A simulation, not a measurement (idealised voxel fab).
Presented below is a process module, voxel wiring stack.
It is cross-section cut that appears here, measuring 190 nm in width, its square cells being 5 nm in size.
When this document writes out a cross-section, it uses a grid of square cells and lists it as bands, beginning at the top and moving down, with a band standing for one or more rows of cells.
Quick guide to a band line: top height, bottom height (nm) up front; then every material left to right with its width in nm. Only one material and it's marked "edge to edge"? Then it fills the band edge to edge. And "empty" just means empty space.
A quick word on heights: they are counted from 0, and under that level the wafer as it came to us is one material throughout. The lowest band is different from the rest in having no bottom; it simply continues downward, written as in "0 -> down".
You'd read "30 to 40" like this: the band's top row of cells is as wide as the first number, its bottom row is as wide as the second, and going down, every row changes width by the same amount as the row before did.
Reading "no alteration" for a step: not a cell of the cross-section changed in it.
Voids not open to the top, 8 cells minimum: see "Closed internal voids". Written width x height at distance; distance is from the left edge; nm.
Step line, after settings: the simulator's comment on this step.
What "overlay nm" on a step's line means: if the step has a mask, that mask lay this far to the right of its planned place, or, when the value is negative, to the left.
Process steps (planned)
step 1: RECEIVE,material Si
step 2: CONFORMAL_DEP,material SiO2,thk nm 10
step 3: CONFORMAL_DEP,material SiN,thk nm 5
step 4: DIRECTIONAL_DEP,material lowk,thk nm 15
step 5: DIRECTIONAL_DEP,material aC,thk nm 10
step 6: PATTERN,tone open,mask id METAL_1,material resist,width nm 25,pitch nm 50,thk nm 30,overlay nm 0
step 7: DIRECTIONAL_ETCH,etch materials aC,depth nm 10
step 8: STRIP,etch materials resist
step 9: DIRECTIONAL_ETCH,etch materials lowk,depth nm 15
step 10: DIRECTIONAL_ETCH,etch materials SiN,depth nm 5
step 11: STRIP,etch materials aC
step 12: CONFORMAL_DEP,material TiN,thk nm 5
step 13: FILL_DEP,material Cu,thk nm 5
step 14: CMP,height nm 30
step 15: EPI,material Ru,thk nm 5
step 16: FILL_DEP,material SiCN,thk nm 5
step 17: DIRECTIONAL_DEP,material SiO2,thk nm 25
step 18: DIRECTIONAL_DEP,material aC,thk nm 15
step 19: PATTERN,tone open,mask id METAL_2,material resist,width nm 25,pitch nm 50,thk nm 30,overlay nm 0
step 20: DIRECTIONAL_ETCH,etch materials aC,depth nm 15
step 21: STRIP,etch materials resist
step 22: DIRECTIONAL_ETCH,etch materials SiO2,depth nm 15
step 23: STRIP,etch materials aC
step 24: MASKED_ETCH,tone open,mask id METAL_2_HOLES,width nm 15,etch materials SiO2,depth nm 10,overlay nm 0
step 25: MASKED_ETCH,tone open,mask id METAL_2_HOLES,width nm 15,etch materials SiCN,depth nm 5,overlay nm 0
step 26: CONFORMAL_DEP,material TiN,thk nm 5
step 27: FILL_DEP,material Cu,thk nm 5
step 28: CMP,height nm 65
step 29: CONFORMAL_DEP,material SiCN,thk nm 5
Shown in cross-section is the wafer as received, that is, as it stands after step 1
	0 -> down  Si edge to edge
	Closed internal voids: none
End-of-module cross-section of the first of two wafers, processed as planned
	70 -> 65  SiCN edge to edge
	65 -> 55  55 SiO2, 5 TiN, 15 Cu, 5 TiN, 25 SiO2, 5 TiN, 15 Cu, 5 TiN, 60 SiO2
	55 -> 50  55 SiO2, 5 TiN, 5 Cu, 15 TiN, 25 SiO2, 25 TiN, 60 SiO2
	50 -> 40  55 SiO2, 5 TiN, 5 Cu, 5 TiN, 120 SiO2
	40 -> 35  55 SiCN, 15 TiN, 120 SiCN
	35 -> 30  50 SiCN, 35 Ru, 15 SiCN, 35 Ru, 55 SiCN
	30 -> 15  55 lowk, 5 TiN, 15 Cu, 5 TiN, 25 lowk, 5 TiN, 15 Cu, 5 TiN, 60 lowk
	15 -> 10  55 SiN, 25 TiN, 25 SiN, 25 TiN, 60 SiN
	10 -> 0  SiO2 edge to edge
	0 -> down  Si edge to edge
	Closed internal voids: none
So this is wafer number two of the two, cut at the end of the module - it started where the first did and had the same plan, we just got one thing wrong running it
	70 -> 65  SiCN edge to edge
	65 -> 60  55 SiO2, 5 TiN, 5 Cu, 15 TiN, 25 SiO2, 25 TiN, 60 SiO2
	60 -> 50  55 SiO2, 5 TiN, 5 Cu, 5 TiN, 120 SiO2
	50 -> 45  55 SiCN, 15 TiN, 120 SiCN
	45 -> 35  SiCN edge to edge
	35 -> 30  50 SiCN, 35 Ru, 15 SiCN, 35 Ru, 55 SiCN
	30 -> 15  55 lowk, 5 TiN, 15 Cu, 5 TiN, 25 lowk, 5 TiN, 15 Cu, 5 TiN, 60 lowk
	15 -> 10  55 SiN, 25 TiN, 25 SiN, 25 TiN, 60 SiN
	10 -> 0  SiO2 edge to edge
	0 -> down  Si edge to edge
	Closed internal voids: none
So what did we get wrong on this run? contrary to plan, step 16 was performed as FILL_DEP,material SiCN,thk nm 15
Materials where the second wafer ends with more or fewer cells than the first: 12 fewer of Cu, 76 more of SiCN, 56 fewer of SiO2, 8 fewer of TiN
